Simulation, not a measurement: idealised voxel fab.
process module | voxel transistor to metal
cross-section cut | 200 nm wide | cells 5 nm
A cross-section is a grid of square cells, given in bands from the top down. A band is one or more rows of cells.
Each band's line starts with the height of the band's top and of its bottom, in nm. Then come its materials from left to right, each with its width in nm. One material with "throughout" fills the band from edge to edge. "air" is empty space.
Height 0 is the level under which the wafer as received is all one material. The lowest band goes on downwards, as in "0 down".
A width such as "30 to 40" changes by the same amount from each row of cells to the next, from the band's top row to its bottom row.
"no change" after a step means that no cell of the cross-section changed.
closed voids: empty space of 8 cells or more with no open way to the top, each as width x height at its distance from the left edge, in nm
after a step's settings: what the simulator itself notes on the step
overlay nm, on a step with a mask: how far to the right of its planned place the mask lay; to the left if negative
plan
1 op RECEIVE | material Si
2 op CONFORMAL_DEP | material SiO2 | thk nm 5
3 op CONFORMAL_DEP | material SiN | thk nm 10
4 op MASKED_ETCH | tone cover | mask id ACTIVE | width nm 115 | etch materials SiN | depth nm 10 | overlay nm 0
5 op MASKED_ETCH | tone cover | mask id ACTIVE | width nm 115 | etch materials SiO2 | depth nm 5 | overlay nm 0
6 op MASKED_ETCH | tone cover | mask id ACTIVE | width nm 115 | etch materials Si | depth nm 35 | overlay nm 0
7 op FILL_DEP | material SiO2 | thk nm 10
8 op CMP | height nm 15
9 op SELECTIVE_ETCH | etch materials SiO2 | depth nm 10
10 op STRIP | etch materials SiN
11 op SELECTIVE_ETCH | etch materials SiO2 | depth nm 5
12 op OXIDIZE | depth nm 5
13 op DIRECTIONAL_DEP | material polySi | thk nm 25
14 op DIRECTIONAL_DEP | material SiCN | thk nm 15
15 op PATTERN | tone cover | mask id GATE | material resist | width nm 35 | thk nm 20 | overlay nm 0
16 op DIRECTIONAL_ETCH | etch materials SiCN | depth nm 25
17 op DIRECTIONAL_ETCH | etch materials polySi | depth nm 35
18 op STRIP | etch materials resist
19 op CONFORMAL_DEP | material SiN | thk nm 5
20 op DIRECTIONAL_ETCH | etch materials SiN | depth nm 5
21 op DIRECTIONAL_ETCH | etch materials SiO2 | depth nm 5
22 op EPI | material nSi | thk nm 5
23 op FILL_DEP | material SiO2 | thk nm 5
24 op CMP | height nm 25
25 op STRIP | etch materials polySi
26 op SELECTIVE_ETCH | etch materials SiO2 | depth nm 5
27 op CONFORMAL_DEP | material HfO2 | thk nm 5
28 op CONFORMAL_DEP | material TiN | thk nm 5
29 op FILL_DEP | material W | thk nm 5
30 op CMP | height nm 20
31 op DIRECTIONAL_DEP | material SiO2 | thk nm 15
32 op DIRECTIONAL_DEP | material aC | thk nm 10
33 op PATTERN | tone open | mask id CONTACT | material resist | width nm 15 | pitch nm 90 | thk nm 25 | overlay nm 0
34 op DIRECTIONAL_ETCH | etch materials aC | depth nm 10
35 op STRIP | etch materials resist
36 op DIRECTIONAL_ETCH | etch materials SiO2 | depth nm 35
37 op STRIP | etch materials aC
38 op CONFORMAL_DEP | material TiN | thk nm 5
39 op FILL_DEP | material W | thk nm 5
40 op CMP | height nm 35
41 op CONFORMAL_DEP | material SiCN | thk nm 5
42 op DIRECTIONAL_DEP | material SiO2 | thk nm 25
43 op DIRECTIONAL_DEP | material aC | thk nm 15
44 op PATTERN | tone open | mask id METAL_1 | material resist | width nm 15 | pitch nm 90 | thk nm 30 | overlay nm 0
45 op DIRECTIONAL_ETCH | etch materials aC | depth nm 15
46 op STRIP | etch materials resist
47 op DIRECTIONAL_ETCH | etch materials SiO2 | depth nm 25
48 op DIRECTIONAL_ETCH | etch materials SiCN | depth nm 5
49 op STRIP | etch materials aC
50 op CONFORMAL_DEP | material TiN | thk nm 5
51 op FILL_DEP | material Cu | thk nm 5
52 op CMP | height nm 65
53 op CONFORMAL_DEP | material SiCN | thk nm 5
54 op DIRECTIONAL_DEP | material SiO2 | thk nm 30
55 op PATTERN | tone open | mask id METAL_2 | material resist | width nm 15 | pitch nm 90 | thk nm 20 | overlay nm 0
56 op DIRECTIONAL_ETCH | etch materials SiO2 | depth nm 20
57 op STRIP | etch materials resist
58 op MASKED_ETCH | tone open | mask id METAL_2_HOLES | width nm 15 | pitch nm 90 | etch materials SiO2 | depth nm 10 | overlay nm 0
59 op MASKED_ETCH | tone open | mask id METAL_2_HOLES | width nm 15 | pitch nm 90 | etch materials SiCN | depth nm 5 | overlay nm 0
60 op CONFORMAL_DEP | material TiN | thk nm 5
61 op FILL_DEP | material Ru | thk nm 10
62 op CMP | height nm 100
63 op CONFORMAL_DEP | material SiCN | thk nm 5
as received, after step 1
  0 down: Si throughout
  closed voids: none
a wafer at the end: this start, this plan, one mistake
  105 to 100: SiCN throughout
  100 to 70: SiO2 45 | TiN 5 | Ru 5 | TiN 5 | SiO2 75 | TiN 5 | Ru 5 | TiN 5 | SiO2 50
  70 to 65: SiCN 45 | TiN 15 | SiCN 75 | TiN 15 | SiCN 50
  65 to 40: SiO2 45 | TiN 5 | Cu 5 | TiN 5 | SiO2 75 | TiN 5 | Cu 5 | TiN 5 | SiO2 50
  40 to 35: SiCN 45 | TiN 15 | SiCN 75 | TiN 15 | SiCN 50
  35 to 20: SiO2 45 | TiN 5 | W 5 | TiN 5 | SiO2 75 | TiN 5 | W 5 | TiN 5 | SiO2 50
  20 to 5: SiO2 45 | TiN 5 | W 5 | TiN 5 | SiO2 15 | SiN 5 | TiN 5 | W 25 | TiN 5 | SiN 5 | SiO2 15 | TiN 5 | W 5 | TiN 5 | SiO2 50
  5 to 0: SiO2 45 | TiN 15 | SiO2 15 | SiN 5 | TiN 5 | W 25 | TiN 5 | SiN 5 | SiO2 15 | TiN 15 | SiO2 50
  0 to -5: SiO2 35 | nSi 40 | TiN 45 | nSi 40 | SiO2 40
  -5 to -35: SiO2 40 | Si 115 | SiO2 45
  -35 down: Si throughout
  closed voids: none
what went wrong: step 27 was left out
